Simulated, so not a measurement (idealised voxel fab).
process module | voxel capacitor over wiring
For reference, the cross-section in this document is cut, with width 265 nm and square cells of 5 nm.
In what follows, cross-sections appear as grids of square cells, described through bands that run from the top down, where every band is one or more rows of cells.
In this notation a band is specified by the heights of its top and bottom, in that order and in nm, after which its materials appear from left to right, each paired with its width in nm. The word "edge to edge" attached to a single material means that material fills the band from edge to edge; the word "blank" stands for empty space.
Where do heights start? At 0: under that level the wafer as delivered is made of one material only. And the lowest band has no floor; it just carries on downward, as in "0 down".
You'd read "30..40" like this: the band's top row of cells is as wide as the first number, its bottom row is as wide as the second, and going down, every row changes width by the same amount as the row before did.
What does "nothing got changed" mean for a step? It means no cell of the cross-section changed in that step.
Closed empty spaces (no open way to the top) of 8 cells or more are what "Trapped voids" lists, each as width x height at distance from the left edge, nm for all three.
It should be noted that, on the line of a given step, the content following the step's settings is a remark produced by the simulator itself with respect to that step.
overlay nm: right-of-plan distance of the mask on a masked step; negative values mean left-of-plan.
-- This section lists the process steps that were planned
step 1: RECEIVE [material Si]
step 2: CONFORMAL_DEP [material SiO2] [thk nm 15]
step 3: CONFORMAL_DEP [material SiN] [thk nm 5]
step 4: DIRECTIONAL_DEP [material SiO2] [thk nm 25]
step 5: MASKED_ETCH [tone open] [mask id METAL_1] [width nm 30] [pitch nm 90] [etch materials SiO2] [depth nm 25] [overlay nm 0]
step 6: MASKED_ETCH [tone open] [mask id METAL_1] [width nm 30] [pitch nm 90] [etch materials SiN] [depth nm 5] [overlay nm 0]
step 7: CONFORMAL_DEP [material TiN] [thk nm 5]
step 8: FILL_DEP [material Cu] [thk nm 10]
step 9: CMP [height nm 45]
step 10: CONFORMAL_DEP [material SiCN] [thk nm 5]
step 11: DIRECTIONAL_DEP [material SiO2] [thk nm 15]
step 12: PATTERN [tone open] [mask id PLUG_1] [material resist] [width nm 15] [thk nm 15] [overlay nm 0]
step 13: DIRECTIONAL_ETCH [etch materials SiO2] [depth nm 15]
step 14: DIRECTIONAL_ETCH [etch materials SiCN] [depth nm 5]
step 15: STRIP [etch materials resist]
step 16: EPI [material Ru] [thk nm 10]
step 17: EPI [material Ru] [thk nm 10]
step 18: DIRECTIONAL_DEP [material TiN] [thk nm 5]
step 19: DIRECTIONAL_DEP [material HfO2] [thk nm 5]
step 20: DIRECTIONAL_DEP [material TiN] [thk nm 10]
step 21: PATTERN [tone cover] [mask id UPPER_PLATE] [material resist] [width nm 65] [thk nm 15] [overlay nm 0]
step 22: DIRECTIONAL_ETCH [etch materials TiN] [depth nm 10]
step 23: DIRECTIONAL_ETCH [etch materials HfO2] [depth nm 5]
step 24: STRIP [etch materials resist]
step 25: PATTERN [tone cover] [mask id LOWER_PLATE] [material resist] [width nm 75] [thk nm 15] [overlay nm 0]
step 26: DIRECTIONAL_ETCH [etch materials TiN] [depth nm 5]
step 27: STRIP [etch materials resist]
step 28: FILL_DEP [material SiO2] [thk nm 15]
step 29: CMP [height nm 95]
step 30: PATTERN [tone open] [mask id PLUG_2] [material resist] [width nm 15] [thk nm 20] [overlay nm 0]
step 31: DIRECTIONAL_ETCH [etch materials SiO2] [depth nm 10]
step 32: STRIP [etch materials resist]
step 33: CONFORMAL_DEP [material TiN] [thk nm 5]
step 34: FILL_DEP [material Cu] [thk nm 10]
step 35: CMP [height nm 95]
step 36: CONFORMAL_DEP [material SiN] [thk nm 5]
-- Run as planned: first of two wafers
-- Wafer at receipt (post step 1), cross-section
* 0 down  Si edge to edge
* Trapped voids: none
-- Wafer section view after processing step 2
* 15 to 0  SiO2 edge to edge
* Everything under 0 stays put, no change at all.
-- Wafer section view after processing step 3
* 20 to 15  SiN edge to edge
* Everything under 15 stays put, no change at all.
-- Wafer section view after processing step 4
* 45 to 20  SiO2 edge to edge
* Everything under 20 stays put, no change at all.
-- Wafer section view after processing step 5
* 45 to 20  70 of SiO2 / 30 of blank / 60 of SiO2 / 30 of blank / 75 of SiO2
* Everything under 20 stays put, no change at all.
-- Wafer section view after processing step 6
* 45 to 20  70 of SiO2 / 30 of blank / 60 of SiO2 / 30 of blank / 75 of SiO2
* 20 to 15  70 of SiN / 30 of blank / 60 of SiN / 30 of blank / 75 of SiN
* Everything under 15 stays put, no change at all.
-- Wafer section view after processing step 7
* 50 to 45  75 of TiN / 20 of blank / 70 of TiN / 20 of blank / 80 of TiN
* 45 to 20  70 of SiO2 / 5 of TiN / 20 of blank / 5 of TiN / 60 of SiO2 / 5 of TiN / 20 of blank / 5 of TiN / 75 of SiO2
* 20 to 15  70 of SiN / 30 of TiN / 60 of SiN / 30 of TiN / 75 of SiN
* Everything under 15 stays put, no change at all.
-- Wafer section view after processing step 8
* 60 to 50  Cu edge to edge
* 50 to 45  75 of TiN / 20 of Cu / 70 of TiN / 20 of Cu / 80 of TiN
* 45 to 20  70 of SiO2 / 5 of TiN / 20 of Cu / 5 of TiN / 60 of SiO2 / 5 of TiN / 20 of Cu / 5 of TiN / 75 of SiO2
* Everything under 20 stays put, no change at all.
-- Wafer section view after processing step 9
* 45 to 20  70 of SiO2 / 5 of TiN / 20 of Cu / 5 of TiN / 60 of SiO2 / 5 of TiN / 20 of Cu / 5 of TiN / 75 of SiO2
* Everything under 20 stays put, no change at all.
-- Wafer section view after processing step 10
* 50 to 45  SiCN edge to edge
* Everything under 45 stays put, no change at all.
-- Wafer section view after processing step 11
* 65 to 50  SiO2 edge to edge
* Everything under 50 stays put, no change at all.
-- Wafer section view after processing step 12
* 80 to 65  85 of resist / 15 of blank / 165 of resist
* Everything under 65 stays put, no change at all.
-- Wafer section view after processing step 13
* 80 to 65  85 of resist / 15 of blank / 165 of resist
* 65 to 50  85 of SiO2 / 15 of blank / 165 of SiO2
* Everything under 50 stays put, no change at all.
-- Wafer section view after processing step 14
* 80 to 65  85 of resist / 15 of blank / 165 of resist
* 65 to 50  85 of SiO2 / 15 of blank / 165 of SiO2
* 50 to 45  85 of SiCN / 15 of blank / 165 of SiCN
* Everything under 45 stays put, no change at all.
-- Wafer section view after processing step 15
* 65 to 50  85 of SiO2 / 15 of blank / 165 of SiO2
* Everything under 50 stays put, no change at all.
-- Wafer section view after processing step 16
* 65 to 55  85 of SiO2 / 15 of blank / 165 of SiO2
* 55 to 50  85 of SiO2 / 15 of Ru / 165 of SiO2
* 50 to 45  85 of SiCN / 15 of Ru / 165 of SiCN
* Everything under 45 stays put, no change at all.
-- Wafer section view after processing step 17
* 65 to 50  85 of SiO2 / 15 of Ru / 165 of SiO2
* Everything under 50 stays put, no change at all.
-- Wafer section view after processing step 18
* 70 to 65  TiN edge to edge
* Everything under 65 stays put, no change at all.
-- Wafer section view after processing step 19
* 75 to 70  HfO2 edge to edge
* Everything under 70 stays put, no change at all.
-- Wafer section view after processing step 20
* 85 to 75  TiN edge to edge
* Everything under 75 stays put, no change at all.
-- Wafer section view after processing step 21
* 100 to 85  85 of blank / 65 of resist / 115 of blank
* Everything under 85 stays put, no change at all.
-- Wafer section view after processing step 22
* 100 to 85  85 of blank / 65 of resist / 115 of blank
* 85 to 75  85 of blank / 65 of TiN / 115 of blank
* Everything under 75 stays put, no change at all.
-- Wafer section view after processing step 23
* 100 to 85  85 of blank / 65 of resist / 115 of blank
* 85 to 75  85 of blank / 65 of TiN / 115 of blank
* 75 to 70  85 of blank / 65 of HfO2 / 115 of blank
* Everything under 70 stays put, no change at all.
-- Wafer section view after processing step 24
* 85 to 75  85 of blank / 65 of TiN / 115 of blank
* Everything under 75 stays put, no change at all.
-- Wafer section view after processing step 25
* 100 to 85  80 of blank / 75 of resist / 110 of blank
* 85 to 75  80 of blank / 5 of resist / 65 of TiN / 5 of resist / 110 of blank
* 75 to 70  80 of blank / 5 of resist / 65 of HfO2 / 5 of resist / 110 of blank
* Everything under 70 stays put, no change at all.
-- Wafer section view after processing step 26
* 100 to 85  80 of blank / 75 of resist / 110 of blank
* 85 to 75  80 of blank / 5 of resist / 65 of TiN / 5 of resist / 110 of blank
* 75 to 70  80 of blank / 5 of resist / 65 of HfO2 / 5 of resist / 110 of blank
* 70 to 65  80 of blank / 75 of TiN / 110 of blank
* Everything under 65 stays put, no change at all.
-- Wafer section view after processing step 27
* 85 to 75  85 of blank / 65 of TiN / 115 of blank
* 75 to 70  85 of blank / 65 of HfO2 / 115 of blank
* Everything under 70 stays put, no change at all.
-- Wafer section view after processing step 28
* 100 to 85  SiO2 edge to edge
* 85 to 75  85 of SiO2 / 65 of TiN / 115 of SiO2
* 75 to 70  85 of SiO2 / 65 of HfO2 / 115 of SiO2
* 70 to 65  80 of SiO2 / 75 of TiN / 110 of SiO2
* Everything under 65 stays put, no change at all.
-- Wafer section view after processing step 29
* 95 to 85  SiO2 edge to edge
* Everything under 85 stays put, no change at all.
-- Wafer section view after processing step 30
* 115 to 95  95 of resist / 15 of blank / 155 of resist
* Everything under 95 stays put, no change at all.
-- Wafer section view after processing step 31
* 115 to 95  95 of resist / 15 of blank / 155 of resist
* 95 to 85  95 of SiO2 / 15 of blank / 155 of SiO2
* Everything under 85 stays put, no change at all.
-- Wafer section view after processing step 32
* 95 to 85  95 of SiO2 / 15 of blank / 155 of SiO2
* Everything under 85 stays put, no change at all.
-- Wafer section view after processing step 33
* 100 to 95  100 of TiN / 5 of blank / 160 of TiN
* 95 to 90  95 of SiO2 / 5 of TiN / 5 of blank / 5 of TiN / 155 of SiO2
* 90 to 85  95 of SiO2 / 15 of TiN / 155 of SiO2
* Everything under 85 stays put, no change at all.
-- Wafer section view after processing step 34
* 110 to 100  Cu edge to edge
* 100 to 95  100 of TiN / 5 of Cu / 160 of TiN
* 95 to 90  95 of SiO2 / 5 of TiN / 5 of Cu / 5 of TiN / 155 of SiO2
* Everything under 90 stays put, no change at all.
-- Wafer section view after processing step 35
* 95 to 90  95 of SiO2 / 5 of TiN / 5 of Cu / 5 of TiN / 155 of SiO2
* Everything under 90 stays put, no change at all.
-- Wafer section view after processing step 36
* 100 to 95  SiN edge to edge
* Everything under 95 stays put, no change at all.
-- second wafer: like start, like plan, one mistake. Through step 4 it matches the first wafer
-- X-section, second wafer, when step 5 was due to finish
* 45 to 20  70 of blank / 30 of SiO2 / 60 of blank / 30 of SiO2 / 75 of blank
* Everything under 20 stays put, no change at all.
X-section, second wafer, when step 6 was due to finish: nothing got changed
-- X-section, second wafer, when step 7 was due to finish
* 50 to 45  65 of blank / 40 of TiN / 50 of blank / 40 of TiN / 70 of blank
* 45 to 25  65 of blank / 5 of TiN / 30 of SiO2 / 5 of TiN / 50 of blank / 5 of TiN / 30 of SiO2 / 5 of TiN / 70 of blank
* 25 to 20  70 of TiN / 30 of SiO2 / 60 of TiN / 30 of SiO2 / 75 of TiN
* Everything under 20 stays put, no change at all.
-- X-section, second wafer, when step 8 was due to finish
* 60 to 50  Cu edge to edge
* 50 to 45  65 of Cu / 40 of TiN / 50 of Cu / 40 of TiN / 70 of Cu
* 45 to 25  65 of Cu / 5 of TiN / 30 of SiO2 / 5 of TiN / 50 of Cu / 5 of TiN / 30 of SiO2 / 5 of TiN / 70 of Cu
* Everything under 25 stays put, no change at all.
-- X-section, second wafer, when step 9 was due to finish
* 45 to 25  65 of Cu / 5 of TiN / 30 of SiO2 / 5 of TiN / 50 of Cu / 5 of TiN / 30 of SiO2 / 5 of TiN / 70 of Cu
* Everything under 25 stays put, no change at all.
-- X-section, second wafer, when step 10 was due to finish
* 50 to 45  SiCN edge to edge
* Everything under 45 stays put, no change at all.
-- X-section, second wafer, when step 11 was due to finish
* 65 to 50  SiO2 edge to edge
* Everything under 50 stays put, no change at all.
-- X-section, second wafer, when step 12 was due to finish
* 80 to 65  85 of resist / 15 of blank / 165 of resist
* Everything under 65 stays put, no change at all.
-- X-section, second wafer, when step 13 was due to finish
* 80 to 65  85 of resist / 15 of blank / 165 of resist
* 65 to 50  85 of SiO2 / 15 of blank / 165 of SiO2
* Everything under 50 stays put, no change at all.
-- X-section, second wafer, when step 14 was due to finish
* 80 to 65  85 of resist / 15 of blank / 165 of resist
* 65 to 50  85 of SiO2 / 15 of blank / 165 of SiO2
* 50 to 45  85 of SiCN / 15 of blank / 165 of SiCN
* Everything under 45 stays put, no change at all.
-- X-section, second wafer, when step 15 was due to finish
* 65 to 50  85 of SiO2 / 15 of blank / 165 of SiO2
* Everything under 50 stays put, no change at all.
X-section, second wafer, when step 16 was due to finish: nothing got changed
X-section, second wafer, when step 17 was due to finish: nothing got changed
-- X-section, second wafer, when step 18 was due to finish
* 70 to 65  85 of TiN / 15 of blank / 165 of TiN
* 65 to 50  85 of SiO2 / 15 of blank / 165 of SiO2
* 50 to 45  85 of SiCN / 15 of TiN / 165 of SiCN
* Everything under 45 stays put, no change at all.
-- X-section, second wafer, when step 19 was due to finish
* 75 to 70  85 of HfO2 / 15 of blank / 165 of HfO2
* 70 to 65  85 of TiN / 15 of blank / 165 of TiN
* 65 to 55  85 of SiO2 / 15 of blank / 165 of SiO2
* 55 to 50  85 of SiO2 / 15 of HfO2 / 165 of SiO2
* Everything under 50 stays put, no change at all.
-- X-section, second wafer, when step 20 was due to finish
* 85 to 75  85 of TiN / 15 of blank / 165 of TiN
* 75 to 70  85 of HfO2 / 15 of blank / 165 of HfO2
* 70 to 65  85 of TiN / 15 of blank / 165 of TiN
* 65 to 55  85 of SiO2 / 15 of TiN / 165 of SiO2
* Everything under 55 stays put, no change at all.
-- X-section, second wafer, when step 21 was due to finish
* 100 to 85  85 of blank / 65 of resist / 115 of blank
* 85 to 75  85 of TiN / 15 of resist / 165 of TiN
* 75 to 70  85 of HfO2 / 15 of resist / 165 of HfO2
* 70 to 65  85 of TiN / 15 of resist / 165 of TiN
* Everything under 65 stays put, no change at all.
-- X-section, second wafer, when step 22 was due to finish
* 100 to 85  85 of blank / 65 of resist / 115 of blank
* 85 to 75  85 of blank / 15 of resist / 50 of TiN / 115 of blank
* Everything under 75 stays put, no change at all.
-- X-section, second wafer, when step 23 was due to finish
* 100 to 85  85 of blank / 65 of resist / 115 of blank
* 85 to 75  85 of blank / 15 of resist / 50 of TiN / 115 of blank
* 75 to 70  85 of blank / 15 of resist / 50 of HfO2 / 115 of blank
* Everything under 70 stays put, no change at all.
-- X-section, second wafer, when step 24 was due to finish
* 85 to 75  100 of blank / 50 of TiN / 115 of blank
* 75 to 70  100 of blank / 50 of HfO2 / 115 of blank
* 70 to 65  85 of TiN / 15 of blank / 165 of TiN
* Everything under 65 stays put, no change at all.
-- X-section, second wafer, when step 25 was due to finish
* 100 to 85  80 of blank / 75 of resist / 110 of blank
* 85 to 75  80 of blank / 20 of resist / 50 of TiN / 5 of resist / 110 of blank
* 75 to 70  80 of blank / 20 of resist / 50 of HfO2 / 5 of resist / 110 of blank
* 70 to 65  85 of TiN / 15 of resist / 165 of TiN
* Everything under 65 stays put, no change at all.
-- X-section, second wafer, when step 26 was due to finish
* 100 to 85  80 of blank / 75 of resist / 110 of blank
* 85 to 75  80 of blank / 20 of resist / 50 of TiN / 5 of resist / 110 of blank
* 75 to 70  80 of blank / 20 of resist / 50 of HfO2 / 5 of resist / 110 of blank
* 70 to 65  80 of blank / 5 of TiN / 15 of resist / 55 of TiN / 110 of blank
* Everything under 65 stays put, no change at all.
-- X-section, second wafer, when step 27 was due to finish
* 85 to 75  100 of blank / 50 of TiN / 115 of blank
* 75 to 70  100 of blank / 50 of HfO2 / 115 of blank
* 70 to 65  80 of blank / 5 of TiN / 15 of blank / 55 of TiN / 110 of blank
* Everything under 65 stays put, no change at all.
-- X-section, second wafer, when step 28 was due to finish
* 100 to 85  SiO2 edge to edge
* 85 to 75  100 of SiO2 / 50 of TiN / 115 of SiO2
* 75 to 70  100 of SiO2 / 50 of HfO2 / 115 of SiO2
* 70 to 65  80 of SiO2 / 5 of TiN / 15 of SiO2 / 55 of TiN / 110 of SiO2
* Everything under 65 stays put, no change at all.
-- X-section, second wafer, when step 29 was due to finish
* 95 to 85  SiO2 edge to edge
* Everything under 85 stays put, no change at all.
-- X-section, second wafer, when step 30 was due to finish
* 115 to 95  95 of resist / 15 of blank / 155 of resist
* Everything under 95 stays put, no change at all.
-- X-section, second wafer, when step 31 was due to finish
* 115 to 95  95 of resist / 15 of blank / 155 of resist
* 95 to 85  95 of SiO2 / 15 of blank / 155 of SiO2
* Everything under 85 stays put, no change at all.
-- X-section, second wafer, when step 32 was due to finish
* 95 to 85  95 of SiO2 / 15 of blank / 155 of SiO2
* Everything under 85 stays put, no change at all.
-- X-section, second wafer, when step 33 was due to finish
* 100 to 95  100 of TiN / 5 of blank / 160 of TiN
* 95 to 90  95 of SiO2 / 5 of TiN / 5 of blank / 5 of TiN / 155 of SiO2
* 90 to 85  95 of SiO2 / 15 of TiN / 155 of SiO2
* Everything under 85 stays put, no change at all.
-- X-section, second wafer, when step 34 was due to finish
* 110 to 100  Cu edge to edge
* 100 to 95  100 of TiN / 5 of Cu / 160 of TiN
* 95 to 90  95 of SiO2 / 5 of TiN / 5 of Cu / 5 of TiN / 155 of SiO2
* Everything under 90 stays put, no change at all.
-- X-section, second wafer, when step 35 was due to finish
* 95 to 90  95 of SiO2 / 5 of TiN / 5 of Cu / 5 of TiN / 155 of SiO2
* Everything under 90 stays put, no change at all.
-- X-section, second wafer, when step 36 was due to finish
* 100 to 95  SiN edge to edge
* Everything under 95 stays put, no change at all.
Want to know what went wrong? planned and actual differ for step 5; actual: MASKED_ETCH [tone cover] [mask id METAL_1] [width nm 30] [pitch nm 90] [etch materials SiO2] [depth nm 25] [overlay nm 0]
Final tally in cells, some materials are higher or lower on the second wafer than on the first: 108 more of Cu; 12 fewer of Ru; 12 more of SiN; 133 fewer of SiO2; 25 more of TiN
